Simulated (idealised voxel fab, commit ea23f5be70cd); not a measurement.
process module | voxel trench capacitor
cross-section cut | 160 nm wide | cells 5 nm
A cross-section is a grid of square cells, given in bands from the top down. A band is one or more rows of cells.
Each band's line starts with the height of the band's top and of its bottom, in nm. Then come its materials from left to right, each with its width in nm. One material with "throughout" fills the band from edge to edge. "air" is empty space.
Height 0 is the level under which the wafer as received is all one material. The lowest band goes on downwards, as in "0 down".
A width such as "30 to 40" changes by the same amount from each row of cells to the next, from the band's top row to its bottom row.
"no change" after a step means that no cell of the cross-section changed.
closed voids: empty space of 8 cells or more with no open way to the top, each as width x height at its distance from the left edge, in nm
after a step's settings: what the simulator itself notes on the step
overlay nm, on a step with a mask: how far to the right of its planned place the mask lay; to the left if negative
Each pair below shows a cross-section before one step and the cross-section after it, down to the lowest band that changed. The line under each pair gives the step between them, with its settings. The pairs can come from different runs of this module on the same starting wafer, so a pair continues from the pair above only where its "before" says so.
before
  0 down: Si throughout
  closed voids: none
after
  5 to 0: SiN throughout
  below 0: unchanged
  closed voids: none
the step between: op CONFORMAL_DEP | material SiN | thk nm 5
before: the cross-section after the pair above
after
  20 to 5: resist 45 | air 25 | resist 15 | air 25 | resist 50
  below 5: unchanged
  closed voids: none
the step between: op PATTERN | tone open | mask id TRENCH | material resist | width nm 25 | pitch nm 40 | thk nm 15 | overlay nm 0
before: the cross-section after the pair above
after
  20 to 5: resist 45 | air 25 | resist 15 | air 25 | resist 50
  5 to 0: SiN 45 | air 25 | SiN 15 | air 25 | SiN 50
  below 0: unchanged
  closed voids: none
the step between: op DIRECTIONAL_ETCH | etch materials SiN | depth nm 5
before: the cross-section after the pair above
after
  20 to 5: resist 45 | air 25 | resist 15 | air 25 | resist 50
  5 to 0: SiN 45 | air 25 | SiN 15 | air 25 | SiN 50
  0 to -25: Si 45 | air 25 | Si 15 | air 25 | Si 50
  below -25: unchanged
  closed voids: none
the step between: op DIRECTIONAL_ETCH | etch materials Si | depth nm 25
before: the cross-section after the pair above
after
  5 to 0: SiN 45 | air 25 | SiN 15 | air 25 | SiN 50
  below 0: unchanged
  closed voids: none
the step between: op STRIP | etch materials resist
before: the cross-section after the pair above
after
  10 to 5: Al2O3 50 | air 15 | Al2O3 25 | air 15 | Al2O3 55
  5 to 0: SiN 45 | Al2O3 5 | air 15 | Al2O3 5 | SiN 15 | Al2O3 5 | air 15 | Al2O3 5 | SiN 50
  0 to -20: Si 45 | Al2O3 5 | air 15 | Al2O3 5 | Si 15 | Al2O3 5 | air 15 | Al2O3 5 | Si 50
  -20 to -25: Si 45 | Al2O3 25 | Si 15 | Al2O3 25 | Si 50
  below -25: unchanged
  closed voids: none
the step between: op CONFORMAL_DEP | material Al2O3 | thk nm 5
before: the cross-section after the pair above
after
  15 to 10: TiN 55 | air 5 | TiN 35 | air 5 | TiN 60
  10 to 5: Al2O3 50 | TiN 5 | air 5 | TiN 5 | Al2O3 25 | TiN 5 | air 5 | TiN 5 | Al2O3 55
  5 to 0: SiN 45 | Al2O3 5 | TiN 5 | air 5 | TiN 5 | Al2O3 5 | SiN 15 | Al2O3 5 | TiN 5 | air 5 | TiN 5 | Al2O3 5 | SiN 50
  0 to -15: Si 45 | Al2O3 5 | TiN 5 | air 5 | TiN 5 | Al2O3 5 | Si 15 | Al2O3 5 | TiN 5 | air 5 | TiN 5 | Al2O3 5 | Si 50
  -15 to -20: Si 45 | Al2O3 5 | TiN 15 | Al2O3 5 | Si 15 | Al2O3 5 | TiN 15 | Al2O3 5 | Si 50
  below -20: unchanged
  closed voids: none
the step between: op CONFORMAL_DEP | material TiN | thk nm 5
before: the cross-section after the pair above
after
  20 to 15: W throughout
  15 to 10: TiN 55 | W 5 | TiN 35 | W 5 | TiN 60
  10 to 5: Al2O3 50 | TiN 5 | W 5 | TiN 5 | Al2O3 25 | TiN 5 | W 5 | TiN 5 | Al2O3 55
  5 to 0: SiN 45 | Al2O3 5 | TiN 5 | W 5 | TiN 5 | Al2O3 5 | SiN 15 | Al2O3 5 | TiN 5 | W 5 | TiN 5 | Al2O3 5 | SiN 50
  0 to -15: Si 45 | Al2O3 5 | TiN 5 | W 5 | TiN 5 | Al2O3 5 | Si 15 | Al2O3 5 | TiN 5 | W 5 | TiN 5 | Al2O3 5 | Si 50
  below -15: unchanged
  closed voids: none
the step between: op FILL_DEP | material W | thk nm 5
before: the cross-section after the pair above
after
  5 to 0: SiN 45 | Al2O3 5 | TiN 5 | W 5 | TiN 5 | Al2O3 5 | SiN 15 | Al2O3 5 | TiN 5 | W 5 | TiN 5 | Al2O3 5 | SiN 50
  below 0: unchanged
  closed voids: none
the step between: op CMP | height nm 5
before
  5 to 0: SiN 45 | air 25 | SiN 15 | air 25 | SiN 50
  0 to -25: Si 45 | air 25 | Si 15 | air 25 | Si 50
  -25 down: Si throughout
  closed voids: none
after
  10 to 5: TiN 50 | air 15 | TiN 25 | air 15 | TiN 55
  5 to 0: SiN 45 | TiN 5 | air 15 | TiN 5 | SiN 15 | TiN 5 | air 15 | TiN 5 | SiN 50
  0 to -20: Si 45 | TiN 5 | air 15 | TiN 5 | Si 15 | TiN 5 | air 15 | TiN 5 | Si 50
  -20 to -25: Si 45 | TiN 25 | Si 15 | TiN 25 | Si 50
  below -25: unchanged
  closed voids: none
the step between: op CONFORMAL_DEP | material TiN | thk nm 5
before: the cross-section after the pair above
after
  15 to 10: W throughout
  10 to 5: TiN 50 | W 15 | TiN 25 | W 15 | TiN 55
  5 to 0: SiN 45 | TiN 5 | W 15 | TiN 5 | SiN 15 | TiN 5 | W 15 | TiN 5 | SiN 50
  0 to -20: Si 45 | TiN 5 | W 15 | TiN 5 | Si 15 | TiN 5 | W 15 | TiN 5 | Si 50
  below -20: unchanged
  closed voids: none
the step between: op FILL_DEP | material W | thk nm 5
before: the cross-section after the pair above
after
  5 to 0: SiN 45 | TiN 5 | W 15 | TiN 5 | SiN 15 | TiN 5 | W 15 | TiN 5 | SiN 50
  below 0: unchanged
  closed voids: none
the step between: op CMP | height nm 5
before
  20 to 5: resist 45 | air 25 | resist 15 | air 25 | resist 50
  5 to 0: SiN 45 | air 25 | SiN 15 | air 25 | SiN 50
  0 to -25: Si 45 | air 25 | Si 15 | air 25 | Si 50
  -25 down: Si throughout
  closed voids: none
after
  20 to 5: resist 45 | air 25 | resist 15 | air 25 | resist 50
  5 to 0: SiN 45 | air 25 | SiN 15 | air 25 | SiN 50
  0 to -50: Si 45 | air 25 | Si 15 | air 25 | Si 50
  below -50: unchanged
  closed voids: none
the step between: op DIRECTIONAL_ETCH | etch materials Si | depth nm 25
before: the cross-section after the pair above
after
  5 to 0: SiN 45 | air 25 | SiN 15 | air 25 | SiN 50
  below 0: unchanged
  closed voids: none
the step between: op STRIP | etch materials resist
before: the cross-section after the pair above
after
  10 to 5: Al2O3 50 | air 15 | Al2O3 25 | air 15 | Al2O3 55
  5 to 0: SiN 45 | Al2O3 5 | air 15 | Al2O3 5 | SiN 15 | Al2O3 5 | air 15 | Al2O3 5 | SiN 50
  0 to -45: Si 45 | Al2O3 5 | air 15 | Al2O3 5 | Si 15 | Al2O3 5 | air 15 | Al2O3 5 | Si 50
  -45 to -50: Si 45 | Al2O3 25 | Si 15 | Al2O3 25 | Si 50
  below -50: unchanged
  closed voids: none
the step between: op CONFORMAL_DEP | material Al2O3 | thk nm 5
before: the cross-section after the pair above
after
  15 to 10: TiN 55 | air 5 | TiN 35 | air 5 | TiN 60
  10 to 5: Al2O3 50 | TiN 5 | air 5 | TiN 5 | Al2O3 25 | TiN 5 | air 5 | TiN 5 | Al2O3 55
  5 to 0: SiN 45 | Al2O3 5 | TiN 5 | air 5 | TiN 5 | Al2O3 5 | SiN 15 | Al2O3 5 | TiN 5 | air 5 | TiN 5 | Al2O3 5 | SiN 50
  0 to -40: Si 45 | Al2O3 5 | TiN 5 | air 5 | TiN 5 | Al2O3 5 | Si 15 | Al2O3 5 | TiN 5 | air 5 | TiN 5 | Al2O3 5 | Si 50
  -40 to -45: Si 45 | Al2O3 5 | TiN 15 | Al2O3 5 | Si 15 | Al2O3 5 | TiN 15 | Al2O3 5 | Si 50
  below -45: unchanged
  closed voids: none
the step between: op CONFORMAL_DEP | material TiN | thk nm 5
before: the cross-section after the pair above
after
  20 to 15: W throughout
  15 to 10: TiN 55 | W 5 | TiN 35 | W 5 | TiN 60
  10 to 5: Al2O3 50 | TiN 5 | W 5 | TiN 5 | Al2O3 25 | TiN 5 | W 5 | TiN 5 | Al2O3 55
  5 to 0: SiN 45 | Al2O3 5 | TiN 5 | W 5 | TiN 5 | Al2O3 5 | SiN 15 | Al2O3 5 | TiN 5 | W 5 | TiN 5 | Al2O3 5 | SiN 50
  0 to -40: Si 45 | Al2O3 5 | TiN 5 | W 5 | TiN 5 | Al2O3 5 | Si 15 | Al2O3 5 | TiN 5 | W 5 | TiN 5 | Al2O3 5 | Si 50
  below -40: unchanged
  closed voids: none
the step between: op FILL_DEP | material W | thk nm 5
before: the cross-section after the pair above
after
  5 to 0: SiN 45 | Al2O3 5 | TiN 5 | W 5 | TiN 5 | Al2O3 5 | SiN 15 | Al2O3 5 | TiN 5 | W 5 | TiN 5 | Al2O3 5 | SiN 50
  below 0: unchanged
  closed voids: none
the step between: op CMP | height nm 5
before
  10 to 5: TiN 50 | air 15 | TiN 25 | air 15 | TiN 55
  5 to 0: SiN 45 | TiN 5 | air 15 | TiN 5 | SiN 15 | TiN 5 | air 15 | TiN 5 | SiN 50
  0 to -20: Si 45 | TiN 5 | air 15 | TiN 5 | Si 15 | TiN 5 | air 15 | TiN 5 | Si 50
  -20 to -25: Si 45 | TiN 25 | Si 15 | TiN 25 | Si 50
  -25 down: Si throughout
  closed voids: none
after
  15 to 10: Al2O3 55 | air 5 | Al2O3 35 | air 5 | Al2O3 60
  10 to 5: TiN 50 | Al2O3 5 | air 5 | Al2O3 5 | TiN 25 | Al2O3 5 | air 5 | Al2O3 5 | TiN 55
  5 to 0: SiN 45 | TiN 5 | Al2O3 5 | air 5 | Al2O3 5 | TiN 5 | SiN 15 | TiN 5 | Al2O3 5 | air 5 | Al2O3 5 | TiN 5 | SiN 50
  0 to -15: Si 45 | TiN 5 | Al2O3 5 | air 5 | Al2O3 5 | TiN 5 | Si 15 | TiN 5 | Al2O3 5 | air 5 | Al2O3 5 | TiN 5 | Si 50
  -15 to -20: Si 45 | TiN 5 | Al2O3 15 | TiN 5 | Si 15 | TiN 5 | Al2O3 15 | TiN 5 | Si 50
  below -20: unchanged
  closed voids: none
the step between: op CONFORMAL_DEP | material Al2O3 | thk nm 5
before: the cross-section after the pair above
after
  20 to 15: W throughout
  15 to 10: Al2O3 55 | W 5 | Al2O3 35 | W 5 | Al2O3 60
  10 to 5: TiN 50 | Al2O3 5 | W 5 | Al2O3 5 | TiN 25 | Al2O3 5 | W 5 | Al2O3 5 | TiN 55
  5 to 0: SiN 45 | TiN 5 | Al2O3 5 | W 5 | Al2O3 5 | TiN 5 | SiN 15 | TiN 5 | Al2O3 5 | W 5 | Al2O3 5 | TiN 5 | SiN 50
  0 to -15: Si 45 | TiN 5 | Al2O3 5 | W 5 | Al2O3 5 | TiN 5 | Si 15 | TiN 5 | Al2O3 5 | W 5 | Al2O3 5 | TiN 5 | Si 50
  below -15: unchanged
  closed voids: none
the step between: op FILL_DEP | material W | thk nm 5
before: the cross-section after the pair above
after
  5 to 0: SiN 45 | TiN 5 | Al2O3 5 | W 5 | Al2O3 5 | TiN 5 | SiN 15 | TiN 5 | Al2O3 5 | W 5 | Al2O3 5 | TiN 5 | SiN 50
  below 0: unchanged
  closed voids: none
the step between: op CMP | height nm 5
before
  20 to 5: resist 45 | air 25 | resist 15 | air 25 | resist 50
  5 to 0: SiN 45 | air 25 | SiN 15 | air 25 | SiN 50
  0 down: Si throughout
  closed voids: none
after
  20 to 5: resist 45 | air 25 | resist 15 | air 25 | resist 50
  5 to 0: SiN 45 | air 25 | SiN 15 | air 25 | SiN 50
  0 to -20: Si 45 | air 25 | Si 15 | air 25 | Si 50
  below -20: unchanged
  closed voids: none
the step between: op DIRECTIONAL_ETCH | etch materials Si | depth nm 20
before: the cross-section after the pair above
after
  5 to 0: SiN 45 | air 25 | SiN 15 | air 25 | SiN 50
  below 0: unchanged
  closed voids: none
the step between: op STRIP | etch materials resist
before: the cross-section after the pair above
after
  10 to 5: Al2O3 50 | air 15 | Al2O3 25 | air 15 | Al2O3 55
  5 to 0: SiN 45 | Al2O3 5 | air 15 | Al2O3 5 | SiN 15 | Al2O3 5 | air 15 | Al2O3 5 | SiN 50
  0 to -15: Si 45 | Al2O3 5 | air 15 | Al2O3 5 | Si 15 | Al2O3 5 | air 15 | Al2O3 5 | Si 50
  -15 to -20: Si 45 | Al2O3 25 | Si 15 | Al2O3 25 | Si 50
  below -20: unchanged
  closed voids: none
the step between: op CONFORMAL_DEP | material Al2O3 | thk nm 5
before: the cross-section after the pair above
after
  15 to 10: TiN 55 | air 5 | TiN 35 | air 5 | TiN 60
  10 to 5: Al2O3 50 | TiN 5 | air 5 | TiN 5 | Al2O3 25 | TiN 5 | air 5 | TiN 5 | Al2O3 55
  5 to 0: SiN 45 | Al2O3 5 | TiN 5 | air 5 | TiN 5 | Al2O3 5 | SiN 15 | Al2O3 5 | TiN 5 | air 5 | TiN 5 | Al2O3 5 | SiN 50
  0 to -10: Si 45 | Al2O3 5 | TiN 5 | air 5 | TiN 5 | Al2O3 5 | Si 15 | Al2O3 5 | TiN 5 | air 5 | TiN 5 | Al2O3 5 | Si 50
  -10 to -15: Si 45 | Al2O3 5 | TiN 15 | Al2O3 5 | Si 15 | Al2O3 5 | TiN 15 | Al2O3 5 | Si 50
  below -15: unchanged
  closed voids: none
the step between: op CONFORMAL_DEP | material TiN | thk nm 5
before: the cross-section after the pair above
after
  20 to 15: W throughout
  15 to 10: TiN 55 | W 5 | TiN 35 | W 5 | TiN 60
  10 to 5: Al2O3 50 | TiN 5 | W 5 | TiN 5 | Al2O3 25 | TiN 5 | W 5 | TiN 5 | Al2O3 55
  5 to 0: SiN 45 | Al2O3 5 | TiN 5 | W 5 | TiN 5 | Al2O3 5 | SiN 15 | Al2O3 5 | TiN 5 | W 5 | TiN 5 | Al2O3 5 | SiN 50
  0 to -10: Si 45 | Al2O3 5 | TiN 5 | W 5 | TiN 5 | Al2O3 5 | Si 15 | Al2O3 5 | TiN 5 | W 5 | TiN 5 | Al2O3 5 | Si 50
  below -10: unchanged
  closed voids: none
the step between: op FILL_DEP | material W | thk nm 5
before: the cross-section after the pair above
after
  5 to 0: SiN 45 | Al2O3 5 | TiN 5 | W 5 | TiN 5 | Al2O3 5 | SiN 15 | Al2O3 5 | TiN 5 | W 5 | TiN 5 | Al2O3 5 | SiN 50
  below 0: unchanged
  closed voids: none
the step between: op CMP | height nm 5
before
  5 to 0: SiN throughout
  0 down: Si throughout
  closed voids: none
after
  20 to 5: resist 50 | air 15 | resist 25 | air 15 | resist 55
  below 5: unchanged
  closed voids: none
the step between: op PATTERN | tone open | mask id TRENCH | material resist | width nm 15 | pitch nm 40 | thk nm 15 | overlay nm 0
before: the cross-section after the pair above
after
  20 to 5: resist 50 | air 15 | resist 25 | air 15 | resist 55
  5 to 0: SiN 50 | air 15 | SiN 25 | air 15 | SiN 55
  below 0: unchanged
  closed voids: none
the step between: op DIRECTIONAL_ETCH | etch materials SiN | depth nm 5
before: the cross-section after the pair above
after
  20 to 5: resist 50 | air 15 | resist 25 | air 15 | resist 55
  5 to 0: SiN 50 | air 15 | SiN 25 | air 15 | SiN 55
  0 to -25: Si 50 | air 15 | Si 25 | air 15 | Si 55
  below -25: unchanged
  closed voids: none
the step between: op DIRECTIONAL_ETCH | etch materials Si | depth nm 25
before: the cross-section after the pair above
after
  5 to 0: SiN 50 | air 15 | SiN 25 | air 15 | SiN 55
  below 0: unchanged
  closed voids: none
the step between: op STRIP | etch materials resist
before: the cross-section after the pair above
after
  10 to 5: Al2O3 55 | air 5 | Al2O3 35 | air 5 | Al2O3 60
  5 to 0: SiN 50 | Al2O3 5 | air 5 | Al2O3 5 | SiN 25 | Al2O3 5 | air 5 | Al2O3 5 | SiN 55
  0 to -20: Si 50 | Al2O3 5 | air 5 | Al2O3 5 | Si 25 | Al2O3 5 | air 5 | Al2O3 5 | Si 55
  -20 to -25: Si 50 | Al2O3 15 | Si 25 | Al2O3 15 | Si 55
  below -25: unchanged
  closed voids: none
the step between: op CONFORMAL_DEP | material Al2O3 | thk nm 5
before: the cross-section after the pair above
after
  15 to 10: TiN throughout
  10 to 5: Al2O3 55 | TiN 5 | Al2O3 35 | TiN 5 | Al2O3 60
  5 to 0: SiN 50 | Al2O3 5 | TiN 5 | Al2O3 5 | SiN 25 | Al2O3 5 | TiN 5 | Al2O3 5 | SiN 55
  0 to -20: Si 50 | Al2O3 5 | TiN 5 | Al2O3 5 | Si 25 | Al2O3 5 | TiN 5 | Al2O3 5 | Si 55
  below -20: unchanged
  closed voids: none
the step between: op CONFORMAL_DEP | material TiN | thk nm 5
before: the cross-section after the pair above
after
  20 to 15: W throughout
  below 15: unchanged
  closed voids: none
the step between: op FILL_DEP | material W | thk nm 5
before: the cross-section after the pair above
after
  5 to 0: SiN 50 | Al2O3 5 | TiN 5 | Al2O3 5 | SiN 25 | Al2O3 5 | TiN 5 | Al2O3 5 | SiN 55
  below 0: unchanged
  closed voids: none
the step between: op CMP | height nm 5
before
  5 to 0: SiN throughout
  0 down: Si throughout
  closed voids: none
after
  20 to 5: resist 50 | air 25 | resist 15 | air 25 | resist 45
  below 5: unchanged
  closed voids: none
the step between: op PATTERN | tone open | mask id TRENCH | material resist | width nm 25 | pitch nm 40 | thk nm 15 | overlay nm 5
before: the cross-section after the pair above
after
  20 to 5: resist 50 | air 25 | resist 15 | air 25 | resist 45
  5 to 0: SiN 50 | air 25 | SiN 15 | air 25 | SiN 45
  below 0: unchanged
  closed voids: none
the step between: op DIRECTIONAL_ETCH | etch materials SiN | depth nm 5
before: the cross-section after the pair above
after
  20 to 5: resist 50 | air 25 | resist 15 | air 25 | resist 45
  5 to 0: SiN 50 | air 25 | SiN 15 | air 25 | SiN 45
  0 to -25: Si 50 | air 25 | Si 15 | air 25 | Si 45
  below -25: unchanged
  closed voids: none
the step between: op DIRECTIONAL_ETCH | etch materials Si | depth nm 25
before: the cross-section after the pair above
after
  5 to 0: SiN 50 | air 25 | SiN 15 | air 25 | SiN 45
  below 0: unchanged
  closed voids: none
the step between: op STRIP | etch materials resist
before: the cross-section after the pair above
after
  10 to 5: Al2O3 55 | air 15 | Al2O3 25 | air 15 | Al2O3 50
  5 to 0: SiN 50 | Al2O3 5 | air 15 | Al2O3 5 | SiN 15 | Al2O3 5 | air 15 | Al2O3 5 | SiN 45
  0 to -20: Si 50 | Al2O3 5 | air 15 | Al2O3 5 | Si 15 | Al2O3 5 | air 15 | Al2O3 5 | Si 45
  -20 to -25: Si 50 | Al2O3 25 | Si 15 | Al2O3 25 | Si 45
  below -25: unchanged
  closed voids: none
the step between: op CONFORMAL_DEP | material Al2O3 | thk nm 5
before: the cross-section after the pair above
after
  15 to 10: TiN 60 | air 5 | TiN 35 | air 5 | TiN 55
  10 to 5: Al2O3 55 | TiN 5 | air 5 | TiN 5 | Al2O3 25 | TiN 5 | air 5 | TiN 5 | Al2O3 50
  5 to 0: SiN 50 | Al2O3 5 | TiN 5 | air 5 | TiN 5 | Al2O3 5 | SiN 15 | Al2O3 5 | TiN 5 | air 5 | TiN 5 | Al2O3 5 | SiN 45
  0 to -15: Si 50 | Al2O3 5 | TiN 5 | air 5 | TiN 5 | Al2O3 5 | Si 15 | Al2O3 5 | TiN 5 | air 5 | TiN 5 | Al2O3 5 | Si 45
  -15 to -20: Si 50 | Al2O3 5 | TiN 15 | Al2O3 5 | Si 15 | Al2O3 5 | TiN 15 | Al2O3 5 | Si 45
  below -20: unchanged
  closed voids: none
the step between: op CONFORMAL_DEP | material TiN | thk nm 5
before: the cross-section after the pair above
after
  20 to 15: W throughout
  15 to 10: TiN 60 | W 5 | TiN 35 | W 5 | TiN 55
  10 to 5: Al2O3 55 | TiN 5 | W 5 | TiN 5 | Al2O3 25 | TiN 5 | W 5 | TiN 5 | Al2O3 50
  5 to 0: SiN 50 | Al2O3 5 | TiN 5 | W 5 | TiN 5 | Al2O3 5 | SiN 15 | Al2O3 5 | TiN 5 | W 5 | TiN 5 | Al2O3 5 | SiN 45
  0 to -15: Si 50 | Al2O3 5 | TiN 5 | W 5 | TiN 5 | Al2O3 5 | Si 15 | Al2O3 5 | TiN 5 | W 5 | TiN 5 | Al2O3 5 | Si 45
  below -15: unchanged
  closed voids: none
the step between: op FILL_DEP | material W | thk nm 5
before: the cross-section after the pair above
after
  5 to 0: SiN 50 | Al2O3 5 | TiN 5 | W 5 | TiN 5 | Al2O3 5 | SiN 15 | Al2O3 5 | TiN 5 | W 5 | TiN 5 | Al2O3 5 | SiN 45
  below 0: unchanged
  closed voids: none
the step between: op CMP | height nm 5
before
  15 to 10: TiN 55 | air 5 | TiN 35 | air 5 | TiN 60
  10 to 5: Al2O3 50 | TiN 5 | air 5 | TiN 5 | Al2O3 25 | TiN 5 | air 5 | TiN 5 | Al2O3 55
  5 to 0: SiN 45 | Al2O3 5 | TiN 5 | air 5 | TiN 5 | Al2O3 5 | SiN 15 | Al2O3 5 | TiN 5 | air 5 | TiN 5 | Al2O3 5 | SiN 50
  0 to -15: Si 45 | Al2O3 5 | TiN 5 | air 5 | TiN 5 | Al2O3 5 | Si 15 | Al2O3 5 | TiN 5 | air 5 | TiN 5 | Al2O3 5 | Si 50
  -15 to -20: Si 45 | Al2O3 5 | TiN 15 | Al2O3 5 | Si 15 | Al2O3 5 | TiN 15 | Al2O3 5 | Si 50
  -20 to -25: Si 45 | Al2O3 25 | Si 15 | Al2O3 25 | Si 50
  -25 down: Si throughout
  closed voids: none
after
  20 to 15: SiN throughout
  15 to 10: TiN 55 | SiN 5 | TiN 35 | SiN 5 | TiN 60
  10 to 5: Al2O3 50 | TiN 5 | SiN 5 | TiN 5 | Al2O3 25 | TiN 5 | SiN 5 | TiN 5 | Al2O3 55
  5 to 0: SiN 45 | Al2O3 5 | TiN 5 | SiN 5 | TiN 5 | Al2O3 5 | SiN 15 | Al2O3 5 | TiN 5 | SiN 5 | TiN 5 | Al2O3 5 | SiN 50
  0 to -15: Si 45 | Al2O3 5 | TiN 5 | SiN 5 | TiN 5 | Al2O3 5 | Si 15 | Al2O3 5 | TiN 5 | SiN 5 | TiN 5 | Al2O3 5 | Si 50
  below -15: unchanged
  closed voids: none
the step between: op FILL_DEP | material SiN | thk nm 5
before: the cross-section after the pair above
after
  5 to 0: SiN 45 | Al2O3 5 | TiN 5 | SiN 5 | TiN 5 | Al2O3 5 | SiN 15 | Al2O3 5 | TiN 5 | SiN 5 | TiN 5 | Al2O3 5 | SiN 50
  below 0: unchanged
  closed voids: none
the step between: op CMP | height nm 5
before
  5 to 0: SiN throughout
  0 down: Si throughout
  closed voids: none
after
  20 to 5: air 45 | resist 25 | air 15 | resist 25 | air 50
  below 5: unchanged
  closed voids: none
the step between: op PATTERN | tone cover | mask id TRENCH | material resist | width nm 25 | pitch nm 40 | thk nm 15 | overlay nm 0
before: the cross-section after the pair above
after
  20 to 5: air 45 | resist 25 | air 15 | resist 25 | air 50
  5 to 0: air 45 | SiN 25 | air 15 | SiN 25 | air 50
  below 0: unchanged
  closed voids: none
the step between: op DIRECTIONAL_ETCH | etch materials SiN | depth nm 5
before: the cross-section after the pair above
after
  20 to 5: air 45 | resist 25 | air 15 | resist 25 | air 50
  5 to 0: air 45 | SiN 25 | air 15 | SiN 25 | air 50
  0 to -25: air 45 | Si 25 | air 15 | Si 25 | air 50
  below -25: unchanged
  closed voids: none
the step between: op DIRECTIONAL_ETCH | etch materials Si | depth nm 25
before: the cross-section after the pair above
after
  5 to 0: air 45 | SiN 25 | air 15 | SiN 25 | air 50
  below 0: unchanged
  closed voids: none
the step between: op STRIP | etch materials resist
before: the cross-section after the pair above
after
  10 to 5: air 40 | Al2O3 35 | air 5 | Al2O3 35 | air 45
  5 to 0: air 40 | Al2O3 5 | SiN 25 | Al2O3 5 | air 5 | Al2O3 5 | SiN 25 | Al2O3 5 | air 45
  0 to -20: air 40 | Al2O3 5 | Si 25 | Al2O3 5 | air 5 | Al2O3 5 | Si 25 | Al2O3 5 | air 45
  -20 to -25: Al2O3 45 | Si 25 | Al2O3 15 | Si 25 | Al2O3 50
  below -25: unchanged
  closed voids: none
the step between: op CONFORMAL_DEP | material Al2O3 | thk nm 5
before: the cross-section after the pair above
after
  15 to 10: air 35 | TiN 85 | air 40
  10 to 5: air 35 | TiN 5 | Al2O3 35 | TiN 5 | Al2O3 35 | TiN 5 | air 40
  5 to 0: air 35 | TiN 5 | Al2O3 5 | SiN 25 | Al2O3 5 | TiN 5 | Al2O3 5 | SiN 25 | Al2O3 5 | TiN 5 | air 40
  0 to -15: air 35 | TiN 5 | Al2O3 5 | Si 25 | Al2O3 5 | TiN 5 | Al2O3 5 | Si 25 | Al2O3 5 | TiN 5 | air 40
  -15 to -20: TiN 40 | Al2O3 5 | Si 25 | Al2O3 5 | TiN 5 | Al2O3 5 | Si 25 | Al2O3 5 | TiN 45
  below -20: unchanged
  closed voids: none
the step between: op CONFORMAL_DEP | material TiN | thk nm 5
before: the cross-section after the pair above
after
  20 to 15: W throughout
  15 to 10: W 35 | TiN 85 | W 40
  10 to 5: W 35 | TiN 5 | Al2O3 35 | TiN 5 | Al2O3 35 | TiN 5 | W 40
  5 to 0: W 35 | TiN 5 | Al2O3 5 | SiN 25 | Al2O3 5 | TiN 5 | Al2O3 5 | SiN 25 | Al2O3 5 | TiN 5 | W 40
  0 to -15: W 35 | TiN 5 | Al2O3 5 | Si 25 | Al2O3 5 | TiN 5 | Al2O3 5 | Si 25 | Al2O3 5 | TiN 5 | W 40
  below -15: unchanged
  closed voids: none
the step between: op FILL_DEP | material W | thk nm 5
before: the cross-section after the pair above
after
  5 to 0: W 35 | TiN 5 | Al2O3 5 | SiN 25 | Al2O3 5 | TiN 5 | Al2O3 5 | SiN 25 | Al2O3 5 | TiN 5 | W 40
  below 0: unchanged
  closed voids: none
the step between: op CMP | height nm 5
